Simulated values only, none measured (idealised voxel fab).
process module | voxel self aligned vias
cross-section cut | 220 nm wide | cells 5 nm
A cross-section is a grid of square cells, given in bands from the top down. A band is one or more rows of cells.
Each band's line starts with the height of the band's top and of its bottom, in nm. Then come its materials from left to right, each with its width in nm. One material with "throughout" fills the band from edge to edge. "air" is empty space.
Height 0 is the level under which the wafer as received is all one material. The lowest band goes on downwards, as in "0 down".
A width such as "30 to 40" changes by the same amount from each row of cells to the next, from the band's top row to its bottom row.
"no change" after a step means that no cell of the cross-section changed.
closed voids: empty space of 8 cells or more with no open way to the top, each as width x height at its distance from the left edge, in nm
after a step's settings: what the simulator itself notes on the step
overlay nm, on a step with a mask: how far to the right of its planned place the mask lay; to the left if negative
plan
1 op RECEIVE | material Si
2 op CONFORMAL_DEP | material SiO2 | thk nm 10
3 op CONFORMAL_DEP | material SiCN | thk nm 5
4 op DIRECTIONAL_DEP | material SiO2 | thk nm 20
5 op MASKED_ETCH | tone open | mask id LINES | width nm 25 | pitch nm 65 | etch materials SiO2 | depth nm 20 | overlay nm 0
6 op CONFORMAL_DEP | material TiN | thk nm 5
7 op FILL_DEP | material W | thk nm 10
8 op CMP | height nm 35
9 op SELECTIVE_ETCH | etch materials W Ru TiN | depth nm 5
10 op FILL_DEP | material SiN | thk nm 5
11 op CMP | height nm 35
12 op DIRECTIONAL_DEP | material SiO2 | thk nm 15
13 op MASKED_ETCH | tone open | mask id VIAS | width nm 35 | etch materials SiO2 | depth nm 15 | overlay nm 0
14 op MASKED_ETCH | tone open | mask id VIAS | width nm 35 | etch materials SiN | depth nm 5 | overlay nm 0
15 op CONFORMAL_DEP | material TiN | thk nm 5
16 op FILL_DEP | material Cu | thk nm 5
17 op CMP | height nm 50
18 op CONFORMAL_DEP | material SiCN | thk nm 5
varied across the wafers: thk nm of step 15. The plan shows the first wafer's value. All wafers start alike
first wafer as received, after step 1
  0 down: Si throughout
  closed voids: none
first wafer at the end, after step 18
  55 to 50: SiCN throughout
  50 to 40: SiO2 60 | TiN 5 | Cu 25 | TiN 5 | SiO2 125
  40 to 35: SiO2 60 | TiN 10 | Cu 15 | TiN 10 | SiO2 125
  35 to 30: SiO2 65 | TiN 25 | SiO2 40 | SiN 25 | SiO2 65
  30 to 20: SiO2 65 | TiN 5 | W 15 | TiN 5 | SiO2 40 | TiN 5 | W 15 | TiN 5 | SiO2 65
  20 to 15: SiO2 65 | TiN 25 | SiO2 40 | TiN 25 | SiO2 65
  15 to 10: SiCN throughout
  10 to 0: SiO2 throughout
  0 down: Si throughout
  closed voids: none
last wafer at the end
  55 to 50: SiCN throughout
  50 to 35: SiO2 60 | TiN 35 | SiO2 125
  35 to 30: SiO2 65 | TiN 25 | SiO2 40 | SiN 25 | SiO2 65
  30 to 20: SiO2 65 | TiN 5 | W 15 | TiN 5 | SiO2 40 | TiN 5 | W 15 | TiN 5 | SiO2 65
  20 to 15: SiO2 65 | TiN 25 | SiO2 40 | TiN 25 | SiO2 65
  15 to 10: SiCN throughout
  10 to 0: SiO2 throughout
  0 down: Si throughout
  closed voids: none
each wafer at the end: cells of each material gained (+) or lost (-) since it was received, then its closed voids
thk nm 5 | +13 Cu | +88 SiCN | +5 SiN | +335 SiO2 | +31 TiN | +12 W | closed voids: none
thk nm 10 | +4 Cu | +88 SiCN | +5 SiN | +335 SiO2 | +40 TiN | +12 W | closed voids: none
thk nm 15 | +88 SiCN | +5 SiN | +335 SiO2 | +44 TiN | +12 W | closed voids: none
thk nm 20 | +88 SiCN | +5 SiN | +335 SiO2 | +44 TiN | +12 W | closed voids: none
